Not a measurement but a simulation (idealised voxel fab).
Proc. module: voxel spacer lines
FYI the section here is cut, 280 nm wide, cells are 5 nm squares.
Reading order for cross-sections: top band down to bottom band. Underlying form: a grid of square cells. Band size: one or more rows of cells.
First you get the band's top height and its bottom height, in nm, and then the materials it's made of, left to right, with each width in nm. If you see a single material with "throughout", that one covers the band edge to edge. "blank" is empty space.
Below 0: as-received wafer, all one material; heights counted from there. Lowest band: no bottom, goes on down, written "0 and below".
Width "30..40": first value at the band's top row of cells, second value at its bottom row, equal change from row to row.
A step reported as "nothing was modified" is a step in which no cell of the cross-section changed.
"Unvented voids" - sealed voids, min. 8 cells, no opening to top; format: width x height at distance (distance from left edge; nm throughout).
Text after the settings on a step's line: the simulator's own remark on that step.
Steps that use a mask can have "overlay nm" on their line. It says how far the mask sat to the right of where it was meant to be. Negative means to the left.
[Set out below are the planned steps of the process]
1: RECEIVE | material Si
2: CONFORMAL_DEP | material Al2O3 | thk nm 5
3: DIRECTIONAL_DEP | material SiN | thk nm 15
4: DIRECTIONAL_DEP | material polySi | thk nm 25
5: PATTERN | tone cover | mask id MANDREL | material resist | width nm 25 | pitch nm 70 | thk nm 30 | overlay nm 0
6: DIRECTIONAL_ETCH | etch materials polySi | depth nm 25
7: STRIP | etch materials resist
8: CONFORMAL_DEP | material SiO2 | thk nm 10
9: DIRECTIONAL_ETCH | etch materials SiO2 | depth nm 10
10: STRIP | etch materials polySi
11: DIRECTIONAL_ETCH | etch materials SiN | depth nm 15
12: STRIP | etch materials SiO2
[Wafer as received: cross-section following step 1]
> 0 and below: Si throughout
> Unvented voids: none
[First wafer of two, sectioned at end of module; run went per plan]
> 20 down to 5: blank 45 nm; SiN 10 nm; blank 25 nm; SiN 10 nm; blank 25 nm; SiN 10 nm; blank 25 nm; SiN 10 nm; blank 25 nm; SiN 10 nm; blank 25 nm; SiN 10 nm; blank 50 nm
> 5 down to 0: Al2O3 throughout
> 0 and below: Si throughout
> Unvented voids: none
[Second of two wafers, module complete, sectioned: it shares the first wafer's start and plan but was run with one mistake]
> 20 down to 5: blank 55 nm; SiN 10 nm; blank 5 nm; SiN 10 nm; blank 45 nm; SiN 10 nm; blank 5 nm; SiN 10 nm; blank 45 nm; SiN 10 nm; blank 5 nm; SiN 10 nm; blank 60 nm
> 5 down to 0: Al2O3 throughout
> 0 and below: Si throughout
> Unvented voids: none
Want to know what went wrong? step 5 ran with different settings than intended, the actual operation and settings being PATTERN | tone open | mask id MANDREL | material resist | width nm 25 | pitch nm 70 | thk nm 30 | overlay nm 0
In the final comparison it is observed that the number of cells assigned to each material is identical for the two wafers, whereas their placement is not.
